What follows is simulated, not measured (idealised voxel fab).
Process module heading - voxel capacitor over wiring
Each square cell in cross-section cut measures 5 nm, and the section as a whole is 255 nm wide.
Cross-section format: a grid of square cells, given as bands from top to bottom; each band is one or more rows of cells. The entry gives the band's vertical extent as a top height and a bottom height in nm, then its horizontal make-up as materials from left to right, each with a width in nm. "empty" stands for empty space; a single material marked "everywhere" fills the band edge to edge. Below 0: as-received wafer, all one material; heights counted from there. Lowest band: no bottom, goes on down, written "0 -> down". It should be noted that a width expressed as "30->40" varies in equal increments from row to row of cells within the band, taking the value of the first number at the top row and that of the second number at the bottom row. It should be understood that the words "nothing altered", when stated for a given step, signify that the cross-section underwent no change in any of its cells during that step. "Fully closed voids": empty spaces of 8 cells or more with no open way to the top, each given as width x height at distance, distance from the left edge, all in nm. after a step's settings: what the simulator itself notes on the step. Regarding "overlay nm": on a step with a mask, it is the distance the mask lay to the right of its planned place; a negative value places it to the left.

## The planned process steps are enumerated hereunder
1) RECEIVE | material Si
2) CONFORMAL_DEP | material SiO2 | thk nm 10
3) CONFORMAL_DEP | material SiN | thk nm 5
4) DIRECTIONAL_DEP | material SiO2 | thk nm 20
5) PATTERN | tone open | mask id METAL_1 | material resist | width nm 30 | pitch nm 80 | thk nm 15 | overlay nm 0
6) DIRECTIONAL_ETCH | etch materials SiO2 | depth nm 20
7) DIRECTIONAL_ETCH | etch materials SiN | depth nm 5
8) STRIP | etch materials resist
9) CONFORMAL_DEP | material TiN | thk nm 5
10) FILL_DEP | material Ru | thk nm 5
11) CMP | height nm 35
12) EPI | material Ru | thk nm 5
13) FILL_DEP | material SiCN | thk nm 5
14) DIRECTIONAL_DEP | material lowk | thk nm 10
15) PATTERN | tone open | mask id PLUG_1 | material resist | width nm 15 | thk nm 15 | overlay nm 0
16) DIRECTIONAL_ETCH | etch materials lowk | depth nm 10
17) DIRECTIONAL_ETCH | etch materials SiCN | depth nm 5
18) STRIP | etch materials resist
19) EPI | material Ru | thk nm 10
20) EPI | material Ru | thk nm 5
21) DIRECTIONAL_DEP | material TiN | thk nm 5
22) DIRECTIONAL_DEP | material SiN | thk nm 5
23) DIRECTIONAL_DEP | material TiN | thk nm 10
24) DIRECTIONAL_DEP | material aC | thk nm 10
25) PATTERN | tone cover | mask id UPPER_PLATE | material resist | width nm 55 | thk nm 25 | overlay nm 0
26) DIRECTIONAL_ETCH | etch materials aC | depth nm 10
27) STRIP | etch materials resist
28) DIRECTIONAL_ETCH | etch materials TiN | depth nm 10
29) DIRECTIONAL_ETCH | etch materials SiN | depth nm 5
30) STRIP | etch materials aC
31) PATTERN | tone cover | mask id LOWER_PLATE | material resist | width nm 65 | thk nm 20 | overlay nm 0
32) DIRECTIONAL_ETCH | etch materials TiN | depth nm 5
33) STRIP | etch materials resist
34) FILL_DEP | material SiO2 | thk nm 15
35) CMP | height nm 85
36) DIRECTIONAL_DEP | material aC | thk nm 10
37) PATTERN | tone open | mask id PLUG_2 | material resist | width nm 15 | thk nm 30 | overlay nm 0
38) DIRECTIONAL_ETCH | etch materials aC | depth nm 10
39) STRIP | etch materials resist
40) DIRECTIONAL_ETCH | etch materials SiO2 | depth nm 10
41) STRIP | etch materials aC
42) CONFORMAL_DEP | material TiN | thk nm 5
43) FILL_DEP | material Ru | thk nm 5
44) CMP | height nm 85
45) CONFORMAL_DEP | material SiN | thk nm 5

## First wafer out of two, processed as planned

## Wafer as received: cross-section following step 1
* 0 -> down: Si everywhere
* Fully closed voids: none

## Upon completion of step 2, the wafer appears in cross-section as shown
* 10 -> 0: SiO2 everywhere
* Below 0, no change.

## Upon completion of step 3, the wafer appears in cross-section as shown
* 15 -> 10: SiN everywhere
* Below 10, no change.

## Upon completion of step 4, the wafer appears in cross-section as shown
* 35 -> 15: SiO2 everywhere
* Below 15, no change.

## Upon completion of step 5, the wafer appears in cross-section as shown
* 50 -> 35: 70 of resist; 30 of empty; 50 of resist; 30 of empty; 75 of resist
* Below 35, no change.

## Upon completion of step 6, the wafer appears in cross-section as shown
* 50 -> 35: 70 of resist; 30 of empty; 50 of resist; 30 of empty; 75 of resist
* 35 -> 15: 70 of SiO2; 30 of empty; 50 of SiO2; 30 of empty; 75 of SiO2
* Below 15, no change.

## Upon completion of step 7, the wafer appears in cross-section as shown
* 50 -> 35: 70 of resist; 30 of empty; 50 of resist; 30 of empty; 75 of resist
* 35 -> 15: 70 of SiO2; 30 of empty; 50 of SiO2; 30 of empty; 75 of SiO2
* 15 -> 10: 70 of SiN; 30 of empty; 50 of SiN; 30 of empty; 75 of SiN
* Below 10, no change.

## Upon completion of step 8, the wafer appears in cross-section as shown
* 35 -> 15: 70 of SiO2; 30 of empty; 50 of SiO2; 30 of empty; 75 of SiO2
* Below 15, no change.

## Upon completion of step 9, the wafer appears in cross-section as shown
* 40 -> 35: 75 of TiN; 20 of empty; 60 of TiN; 20 of empty; 80 of TiN
* 35 -> 15: 70 of SiO2; 5 of TiN; 20 of empty; 5 of TiN; 50 of SiO2; 5 of TiN; 20 of empty; 5 of TiN; 75 of SiO2
* 15 -> 10: 70 of SiN; 30 of TiN; 50 of SiN; 30 of TiN; 75 of SiN
* Below 10, no change.

## Upon completion of step 10, the wafer appears in cross-section as shown
* 45 -> 40: Ru everywhere
* 40 -> 35: 75 of TiN; 20 of Ru; 60 of TiN; 20 of Ru; 80 of TiN
* 35 -> 15: 70 of SiO2; 5 of TiN; 20 of Ru; 5 of TiN; 50 of SiO2; 5 of TiN; 20 of Ru; 5 of TiN; 75 of SiO2
* Below 15, no change.

## Upon completion of step 11, the wafer appears in cross-section as shown
* 35 -> 15: 70 of SiO2; 5 of TiN; 20 of Ru; 5 of TiN; 50 of SiO2; 5 of TiN; 20 of Ru; 5 of TiN; 75 of SiO2
* Below 15, no change.

## Upon completion of step 12, the wafer appears in cross-section as shown
* 40 -> 35: 65 of empty; 40 of Ru; 40 of empty; 40 of Ru; 70 of empty
* Below 35, no change.

## Upon completion of step 13, the wafer appears in cross-section as shown
* 45 -> 40: SiCN everywhere
* 40 -> 35: 65 of SiCN; 40 of Ru; 40 of SiCN; 40 of Ru; 70 of SiCN
* Below 35, no change.

## Upon completion of step 14, the wafer appears in cross-section as shown
* 55 -> 45: lowk everywhere
* Below 45, no change.

## Upon completion of step 15, the wafer appears in cross-section as shown
* 70 -> 55: 85 of resist; 15 of empty; 155 of resist
* Below 55, no change.

## Upon completion of step 16, the wafer appears in cross-section as shown
* 70 -> 55: 85 of resist; 15 of empty; 155 of resist
* 55 -> 45: 85 of lowk; 15 of empty; 155 of lowk
* Below 45, no change.

## Upon completion of step 17, the wafer appears in cross-section as shown
* 70 -> 55: 85 of resist; 15 of empty; 155 of resist
* 55 -> 45: 85 of lowk; 15 of empty; 155 of lowk
* 45 -> 40: 85 of SiCN; 15 of empty; 155 of SiCN
* Below 40, no change.

## Upon completion of step 18, the wafer appears in cross-section as shown
* 55 -> 45: 85 of lowk; 15 of empty; 155 of lowk
* Below 45, no change.

## Upon completion of step 19, the wafer appears in cross-section as shown
* 55 -> 50: 85 of lowk; 15 of empty; 155 of lowk
* 50 -> 45: 85 of lowk; 15 of Ru; 155 of lowk
* 45 -> 40: 85 of SiCN; 15 of Ru; 155 of SiCN
* Below 40, no change.

## Upon completion of step 20, the wafer appears in cross-section as shown
* 55 -> 45: 85 of lowk; 15 of Ru; 155 of lowk
* Below 45, no change.

## Upon completion of step 21, the wafer appears in cross-section as shown
* 60 -> 55: TiN everywhere
* Below 55, no change.

## Upon completion of step 22, the wafer appears in cross-section as shown
* 65 -> 60: SiN everywhere
* Below 60, no change.

## Upon completion of step 23, the wafer appears in cross-section as shown
* 75 -> 65: TiN everywhere
* Below 65, no change.

## Upon completion of step 24, the wafer appears in cross-section as shown
* 85 -> 75: aC everywhere
* Below 75, no change.

## Upon completion of step 25, the wafer appears in cross-section as shown
* 110 -> 85: 85 of empty; 55 of resist; 115 of empty
* Below 85, no change.

## Upon completion of step 26, the wafer appears in cross-section as shown
* 100 -> 85: 85 of empty; 55 of resist; 115 of empty
* 85 -> 75: 85 of empty; 55 of aC; 115 of empty
* Below 75, no change.

## Upon completion of step 27, the wafer appears in cross-section as shown
* 85 -> 75: 85 of empty; 55 of aC; 115 of empty
* Below 75, no change.

## Upon completion of step 28, the wafer appears in cross-section as shown
* 85 -> 75: 85 of empty; 55 of aC; 115 of empty
* 75 -> 65: 85 of empty; 55 of TiN; 115 of empty
* Below 65, no change.

## Upon completion of step 29, the wafer appears in cross-section as shown
* 85 -> 75: 85 of empty; 55 of aC; 115 of empty
* 75 -> 65: 85 of empty; 55 of TiN; 115 of empty
* 65 -> 60: 85 of empty; 55 of SiN; 115 of empty
* Below 60, no change.

## Upon completion of step 30, the wafer appears in cross-section as shown
* 75 -> 65: 85 of empty; 55 of TiN; 115 of empty
* Below 65, no change.

## Upon completion of step 31, the wafer appears in cross-section as shown
* 95 -> 75: 80 of empty; 65 of resist; 110 of empty
* 75 -> 65: 80 of empty; 5 of resist; 55 of TiN; 5 of resist; 110 of empty
* 65 -> 60: 80 of empty; 5 of resist; 55 of SiN; 5 of resist; 110 of empty
* Below 60, no change.

## Upon completion of step 32, the wafer appears in cross-section as shown
* 95 -> 75: 80 of empty; 65 of resist; 110 of empty
* 75 -> 65: 80 of empty; 5 of resist; 55 of TiN; 5 of resist; 110 of empty
* 65 -> 60: 80 of empty; 5 of resist; 55 of SiN; 5 of resist; 110 of empty
* 60 -> 55: 80 of empty; 65 of TiN; 110 of empty
* Below 55, no change.

## Upon completion of step 33, the wafer appears in cross-section as shown
* 75 -> 65: 85 of empty; 55 of TiN; 115 of empty
* 65 -> 60: 85 of empty; 55 of SiN; 115 of empty
* Below 60, no change.

## Upon completion of step 34, the wafer appears in cross-section as shown
* 90 -> 75: SiO2 everywhere
* 75 -> 65: 85 of SiO2; 55 of TiN; 115 of SiO2
* 65 -> 60: 85 of SiO2; 55 of SiN; 115 of SiO2
* 60 -> 55: 80 of SiO2; 65 of TiN; 110 of SiO2
* Below 55, no change.

## Upon completion of step 35, the wafer appears in cross-section as shown
* 85 -> 75: SiO2 everywhere
* Below 75, no change.

## Upon completion of step 36, the wafer appears in cross-section as shown
* 95 -> 85: aC everywhere
* Below 85, no change.

## Upon completion of step 37, the wafer appears in cross-section as shown
* 125 -> 95: 95 of resist; 15 of empty; 145 of resist
* Below 95, no change.

## Upon completion of step 38, the wafer appears in cross-section as shown
* 115 -> 95: 95 of resist; 15 of empty; 145 of resist
* 95 -> 85: 95 of aC; 15 of empty; 145 of aC
* Below 85, no change.

## Upon completion of step 39, the wafer appears in cross-section as shown
* 95 -> 85: 95 of aC; 15 of empty; 145 of aC
* Below 85, no change.

## Upon completion of step 40, the wafer appears in cross-section as shown
* 95 -> 85: 95 of aC; 15 of empty; 145 of aC
* 85 -> 75: 95 of SiO2; 15 of empty; 145 of SiO2
* Below 75, no change.

## Upon completion of step 41, the wafer appears in cross-section as shown
* 85 -> 75: 95 of SiO2; 15 of empty; 145 of SiO2
* Below 75, no change.

## Upon completion of step 42, the wafer appears in cross-section as shown
* 90 -> 85: 100 of TiN; 5 of empty; 150 of TiN
* 85 -> 80: 95 of SiO2; 5 of TiN; 5 of empty; 5 of TiN; 145 of SiO2
* 80 -> 75: 95 of SiO2; 15 of TiN; 145 of SiO2
* Below 75, no change.

## Upon completion of step 43, the wafer appears in cross-section as shown
* 95 -> 90: Ru everywhere
* 90 -> 85: 100 of TiN; 5 of Ru; 150 of TiN
* 85 -> 80: 95 of SiO2; 5 of TiN; 5 of Ru; 5 of TiN; 145 of SiO2
* Below 80, no change.

## Upon completion of step 44, the wafer appears in cross-section as shown
* 85 -> 80: 95 of SiO2; 5 of TiN; 5 of Ru; 5 of TiN; 145 of SiO2
* Below 80, no change.

## Upon completion of step 45, the wafer appears in cross-section as shown
* 90 -> 85: SiN everywhere
* Below 85, no change.

## The second wafer began exactly as the first did and followed the same plan, but one mistake was made while running it; through step 14 inclusive, the two wafers are identical

## when step 15 should have ended
* 70 -> 55: 85 of empty; 15 of resist; 155 of empty
* Below 55, no change.

## when step 16 should have ended
* 70 -> 55: 85 of empty; 15 of resist; 155 of empty
* 55 -> 45: 85 of empty; 15 of lowk; 155 of empty
* Below 45, no change.

## when step 17 should have ended
* 70 -> 55: 85 of empty; 15 of resist; 155 of empty
* 55 -> 45: 85 of empty; 15 of lowk; 155 of empty
* 45 -> 40: 85 of empty; 15 of SiCN; 155 of empty
* Below 40, no change.

## when step 18 should have ended
* 55 -> 45: 85 of empty; 15 of lowk; 155 of empty
* Below 45, no change.

## when step 19 should have ended
* 55 -> 50: 85 of empty; 15 of lowk; 155 of empty
* 50 -> 45: 55 of empty; 30 of Ru; 15 of lowk; 15 of Ru; 20 of empty; 60 of Ru; 60 of empty
* 45 -> 40: 55 of empty; 30 of Ru; 15 of SiCN; 15 of Ru; 20 of empty; 60 of Ru; 60 of empty
* Below 40, no change.

## when step 20 should have ended
* 55 -> 45: 50 of empty; 35 of Ru; 15 of lowk; 20 of Ru; 10 of empty; 70 of Ru; 55 of empty
* 45 -> 40: 50 of empty; 35 of Ru; 15 of SiCN; 20 of Ru; 10 of empty; 70 of Ru; 55 of empty
* Below 40, no change.

## when step 21 should have ended
* 60 -> 55: 50 of empty; 70 of TiN; 10 of empty; 70 of TiN; 55 of empty
* 55 -> 45: 50 of empty; 35 of Ru; 15 of lowk; 20 of Ru; 10 of empty; 70 of Ru; 55 of empty
* 45 -> 40: 50 of TiN; 35 of Ru; 15 of SiCN; 20 of Ru; 10 of TiN; 70 of Ru; 55 of TiN
* Below 40, no change.

## when step 22 should have ended
* 65 -> 60: 50 of empty; 70 of SiN; 10 of empty; 70 of SiN; 55 of empty
* 60 -> 55: 50 of empty; 70 of TiN; 10 of empty; 70 of TiN; 55 of empty
* 55 -> 50: 50 of empty; 35 of Ru; 15 of lowk; 20 of Ru; 10 of empty; 70 of Ru; 55 of empty
* 50 -> 45: 50 of SiN; 35 of Ru; 15 of lowk; 20 of Ru; 10 of SiN; 70 of Ru; 55 of SiN
* Below 45, no change.

## when step 23 should have ended
* 75 -> 65: 50 of empty; 70 of TiN; 10 of empty; 70 of TiN; 55 of empty
* 65 -> 60: 50 of empty; 70 of SiN; 10 of empty; 70 of SiN; 55 of empty
* 60 -> 55: TiN everywhere
* 55 -> 50: 50 of TiN; 35 of Ru; 15 of lowk; 20 of Ru; 10 of TiN; 70 of Ru; 55 of TiN
* Below 50, no change.

## when step 24 should have ended
* 85 -> 75: 50 of empty; 70 of aC; 10 of empty; 70 of aC; 55 of empty
* 75 -> 70: 50 of empty; 70 of TiN; 10 of empty; 70 of TiN; 55 of empty
* 70 -> 65: 50 of aC; 70 of TiN; 10 of aC; 70 of TiN; 55 of aC
* 65 -> 60: 50 of aC; 70 of SiN; 10 of aC; 70 of SiN; 55 of aC
* Below 60, no change.

## when step 25 should have ended
* 110 -> 85: 85 of empty; 55 of resist; 115 of empty
* 85 -> 75: 50 of empty; 70 of aC; 10 of resist; 70 of aC; 55 of empty
* 75 -> 70: 50 of empty; 70 of TiN; 10 of resist; 70 of TiN; 55 of empty
* Below 70, no change.

## when step 26 should have ended
* 100 -> 85: 85 of empty; 55 of resist; 115 of empty
* 85 -> 75: 85 of empty; 35 of aC; 10 of resist; 10 of aC; 115 of empty
* 75 -> 70: 50 of empty; 70 of TiN; 10 of resist; 70 of TiN; 55 of empty
* 70 -> 65: 50 of empty; 70 of TiN; 10 of aC; 70 of TiN; 55 of empty
* 65 -> 60: 50 of empty; 70 of SiN; 10 of aC; 70 of SiN; 55 of empty
* Below 60, no change.

## when step 27 should have ended
* 85 -> 75: 85 of empty; 35 of aC; 10 of empty; 10 of aC; 115 of empty
* 75 -> 70: 50 of empty; 70 of TiN; 10 of empty; 70 of TiN; 55 of empty
* Below 70, no change.

## when step 28 should have ended
* 85 -> 75: 85 of empty; 35 of aC; 10 of empty; 10 of aC; 115 of empty
* 75 -> 70: 85 of empty; 35 of TiN; 10 of empty; 10 of TiN; 115 of empty
* 70 -> 65: 85 of empty; 35 of TiN; 10 of aC; 10 of TiN; 115 of empty
* 65 -> 60: 50 of empty; 70 of SiN; 10 of aC; 70 of SiN; 55 of empty
* 60 -> 55: 50 of empty; 150 of TiN; 55 of empty
* 55 -> 50: 50 of empty; 35 of Ru; 15 of lowk; 20 of Ru; 10 of TiN; 70 of Ru; 55 of empty
* Below 50, no change.

## when step 29 should have ended
* 85 -> 75: 85 of empty; 35 of aC; 10 of empty; 10 of aC; 115 of empty
* 75 -> 70: 85 of empty; 35 of TiN; 10 of empty; 10 of TiN; 115 of empty
* 70 -> 65: 85 of empty; 35 of TiN; 10 of aC; 10 of TiN; 115 of empty
* 65 -> 60: 85 of empty; 35 of SiN; 10 of aC; 10 of SiN; 115 of empty
* 60 -> 55: 50 of empty; 150 of TiN; 55 of empty
* 55 -> 50: 50 of empty; 35 of Ru; 15 of lowk; 20 of Ru; 10 of TiN; 70 of Ru; 55 of empty
* 50 -> 45: 50 of empty; 35 of Ru; 15 of lowk; 20 of Ru; 10 of SiN; 70 of Ru; 55 of empty
* Below 45, no change.

## when step 30 should have ended
* 75 -> 65: 85 of empty; 35 of TiN; 10 of empty; 10 of TiN; 115 of empty
* 65 -> 60: 85 of empty; 35 of SiN; 10 of empty; 10 of SiN; 115 of empty
* Below 60, no change.

## when step 31 should have ended
* 95 -> 75: 80 of empty; 65 of resist; 110 of empty
* 75 -> 65: 80 of empty; 5 of resist; 35 of TiN; 10 of resist; 10 of TiN; 5 of resist; 110 of empty
* 65 -> 60: 80 of empty; 5 of resist; 35 of SiN; 10 of resist; 10 of SiN; 5 of resist; 110 of empty
* Below 60, no change.

## when step 32 should have ended
* 95 -> 75: 80 of empty; 65 of resist; 110 of empty
* 75 -> 65: 80 of empty; 5 of resist; 35 of TiN; 10 of resist; 10 of TiN; 5 of resist; 110 of empty
* 65 -> 60: 80 of empty; 5 of resist; 35 of SiN; 10 of resist; 10 of SiN; 5 of resist; 110 of empty
* 60 -> 55: 80 of empty; 65 of TiN; 110 of empty
* 55 -> 50: 50 of empty; 35 of Ru; 15 of lowk; 20 of Ru; 10 of TiN; 70 of Ru; 55 of empty
* 50 -> 45: 50 of empty; 35 of Ru; 15 of lowk; 20 of Ru; 10 of SiN; 70 of Ru; 55 of empty
* 45 -> 40: 50 of empty; 35 of Ru; 15 of SiCN; 20 of Ru; 10 of TiN; 70 of Ru; 55 of empty
* Below 40, no change.

## when step 33 should have ended
* 75 -> 65: 85 of empty; 35 of TiN; 10 of empty; 10 of TiN; 115 of empty
* 65 -> 60: 85 of empty; 35 of SiN; 10 of empty; 10 of SiN; 115 of empty
* Below 60, no change.

## when step 34 should have ended
* 90 -> 75: SiO2 everywhere
* 75 -> 65: 85 of SiO2; 35 of TiN; 10 of SiO2; 10 of TiN; 115 of SiO2
* 65 -> 60: 85 of SiO2; 35 of SiN; 10 of SiO2; 10 of SiN; 115 of SiO2
* 60 -> 55: 80 of SiO2; 65 of TiN; 110 of SiO2
* 55 -> 50: 50 of SiO2; 35 of Ru; 15 of lowk; 20 of Ru; 10 of TiN; 70 of Ru; 55 of SiO2
* 50 -> 45: 50 of SiO2; 35 of Ru; 15 of lowk; 20 of Ru; 10 of SiN; 70 of Ru; 55 of SiO2
* 45 -> 40: 50 of SiO2; 35 of Ru; 15 of SiCN; 20 of Ru; 10 of TiN; 70 of Ru; 55 of SiO2
* Below 40, no change.

## when step 35 should have ended
* 85 -> 75: SiO2 everywhere
* Below 75, no change.

## when step 36 should have ended
* 95 -> 85: aC everywhere
* Below 85, no change.

## when step 37 should have ended
* 125 -> 95: 95 of resist; 15 of empty; 145 of resist
* Below 95, no change.

## when step 38 should have ended
* 115 -> 95: 95 of resist; 15 of empty; 145 of resist
* 95 -> 85: 95 of aC; 15 of empty; 145 of aC
* Below 85, no change.

## when step 39 should have ended
* 95 -> 85: 95 of aC; 15 of empty; 145 of aC
* Below 85, no change.

## when step 40 should have ended
* 95 -> 85: 95 of aC; 15 of empty; 145 of aC
* 85 -> 75: 95 of SiO2; 15 of empty; 145 of SiO2
* Below 75, no change.

## when step 41 should have ended
* 85 -> 75: 95 of SiO2; 15 of empty; 145 of SiO2
* Below 75, no change.

## when step 42 should have ended
* 90 -> 85: 100 of TiN; 5 of empty; 150 of TiN
* 85 -> 80: 95 of SiO2; 5 of TiN; 5 of empty; 5 of TiN; 145 of SiO2
* 80 -> 75: 95 of SiO2; 15 of TiN; 145 of SiO2
* Below 75, no change.

## when step 43 should have ended
* 95 -> 90: Ru everywhere
* 90 -> 85: 100 of TiN; 5 of Ru; 150 of TiN
* 85 -> 80: 95 of SiO2; 5 of TiN; 5 of Ru; 5 of TiN; 145 of SiO2
* Below 80, no change.

## when step 44 should have ended
* 85 -> 80: 95 of SiO2; 5 of TiN; 5 of Ru; 5 of TiN; 145 of SiO2
* Below 80, no change.

## when step 45 should have ended
* 90 -> 85: SiN everywhere
* Below 85, no change.
Want to know what went wrong? step 15 ran as: PATTERN | tone cover | mask id PLUG_1 | material resist | width nm 15 | thk nm 15 | overlay nm 0
Final cells, second wafer relative to first, materials higher or lower: 66 more of Ru | 45 fewer of SiCN | 69 more of SiO2 | 90 fewer of lowk
